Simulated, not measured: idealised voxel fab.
process module | voxel gate over fins
cross-section cut | 250 nm wide | cells 5 nm
A cross-section is a grid of square cells, given in bands from the top down. A band is one or more rows of cells.
Each band's line starts with the height of the band's top and of its bottom, in nm. Then come its materials from left to right, each with its width in nm. One material with "throughout" fills the band from edge to edge. "air" is empty space.
Height 0 is the level under which the wafer as received is all one material. The lowest band goes on downwards, as in "0 down".
A width such as "30 to 40" changes by the same amount from each row of cells to the next, from the band's top row to its bottom row.
"no change" after a step means that no cell of the cross-section changed.
closed voids: empty space of 8 cells or more with no open way to the top, each as width x height at its distance from the left edge, in nm
after a step's settings: what the simulator itself notes on the step
overlay nm, on a step with a mask: how far to the right of its planned place the mask lay; to the left if negative
plan
1 op RECEIVE | material Si
2 op CONFORMAL_DEP | material SiN | thk nm 5
3 op PATTERN | tone cover | mask id FINS | material resist | width nm 15 | pitch nm 35 | thk nm 20 | overlay nm 0
4 op DIRECTIONAL_ETCH | etch materials SiN | depth nm 5
5 op DIRECTIONAL_ETCH | etch materials Si | depth nm 30
6 op STRIP | etch materials resist
7 op FILL_DEP | material SiO2 | thk nm 10
8 op CMP | height nm 5
9 op SELECTIVE_ETCH | etch materials SiO2 | depth nm 15
10 op STRIP | etch materials SiN
11 op CONFORMAL_DEP | material HfO2 | thk nm 5
12 op CONFORMAL_DEP | material TiN | thk nm 5
13 op FILL_DEP | material W | thk nm 15
14 op CMP | height nm 20
15 op CONFORMAL_DEP | material SiN | thk nm 5
as received, after step 1
  0 down: Si throughout
  closed voids: none
a wafer at the end: this start, this plan, one mistake
  25 to 20: SiN throughout
  20 to 10: W throughout
  10 to 5: W 70 | TiN 110 | W 70
  5 to 0: W 70 | TiN 5 | HfO2 30 | TiN 5 | HfO2 30 | TiN 5 | HfO2 30 | TiN 5 | W 70
  0 to -5: TiN 75 | HfO2 5 | Si 20 | HfO2 5 | TiN 5 | HfO2 5 | Si 20 | HfO2 5 | TiN 5 | HfO2 5 | Si 20 | HfO2 5 | TiN 75
  -5 to -10: HfO2 80 | Si 20 | HfO2 15 | Si 20 | HfO2 15 | Si 20 | HfO2 80
  -10 to -30: SiO2 80 | Si 20 | SiO2 15 | Si 20 | SiO2 15 | Si 20 | SiO2 80
  -30 down: Si throughout
  closed voids: none
what went wrong: step 3 ran as: op PATTERN | tone cover | mask id FINS | material resist | width nm 20 | pitch nm 35 | thk nm 20 | overlay nm 0
